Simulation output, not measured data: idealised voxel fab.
Process module, titled voxel tone inversion
cross-section cut | 170 nm wide | cells 5 nm
When this document writes out a cross-section, it uses a grid of square cells and lists it as bands, beginning at the top and moving down, with a band standing for one or more rows of cells.
Band: top height; bottom height; in nm. Then, left to right: material with width in nm, for each material. "full width": a single material spanning edge to edge. "empty": empty space.
Below 0: as-received wafer, all one material; heights counted from there. Lowest band: no bottom, goes on down, written "0 down".
The width entry "30 to 40" should be interpreted row by row: the top row of cells in the band takes the first number, the bottom row takes the second number, and the change between adjacent rows is uniform throughout.
You'll sometimes find "no change occurred" written for a step, and that's the way of saying that nowhere in the cross-section did a cell change during that step.
Reported under the label "Cavities, closed" are the empty spaces having no open way to the top and comprising 8 cells or more; the notation for each is width x height at distance, in which the distance is measured from the left edge and all three values are in nm.
Past the settings on a step's line: simulator remark, on that step.
"overlay nm" answers the question of how far to the right of plan the mask lay on a step that has a mask, and when it is negative the answer is to the left.
[Planned process steps]
step 1: RECEIVE: material Si
step 2: CONFORMAL_DEP: material SiN, thk nm 10
step 3: DIRECTIONAL_DEP: material polySi, thk nm 20
step 4: PATTERN: tone cover, mask id POSTS, material resist, width nm 15, pitch nm 45, thk nm 25, overlay nm 0
step 5: DIRECTIONAL_ETCH: etch materials polySi, depth nm 20
step 6: STRIP: etch materials resist
step 7: FILL_DEP: material lowk, thk nm 10
step 8: CMP: height nm 30
step 9: STRIP: etch materials polySi
step 10: CONFORMAL_DEP: material TiN, thk nm 5
step 11: FILL_DEP: material Cu, thk nm 10
step 12: CMP: height nm 20
step 13: CONFORMAL_DEP: material SiCN, thk nm 5
Heads up: all these wafers start the same, and what changes between them is the height nm in step 12. The value you see in the plan is just what the first wafer got.
[The first of several wafers, as received after step 1, seen in section]
> 0 down = Si full width
> Cavities, closed: none
[Note: the following table is arranged by wafer, a row apiece. Each row reports the end-of-module state: per material, cells gained (+) or cells lost (-) compared with the wafer as received; closed voids follow]
height nm 20; +3 Cu; +34 SiCN; +68 SiN; +15 TiN; +50 lowk; Cavities, closed: none
height nm 25; +6 Cu; +34 SiCN; +68 SiN; +21 TiN; +75 lowk; Cavities, closed: none
height nm 30; +9 Cu; +34 SiCN; +68 SiN; +27 TiN; +100 lowk; Cavities, closed: none
height nm 35; +12 Cu; +34 SiCN; +68 SiN; +58 TiN; +100 lowk; Cavities, closed: none
height nm 40; +46 Cu; +34 SiCN; +68 SiN; +58 TiN; +100 lowk; Cavities, closed: none
height nm 45; +80 Cu; +34 SiCN; +68 SiN; +58 TiN; +100 lowk; Cavities, closed: none
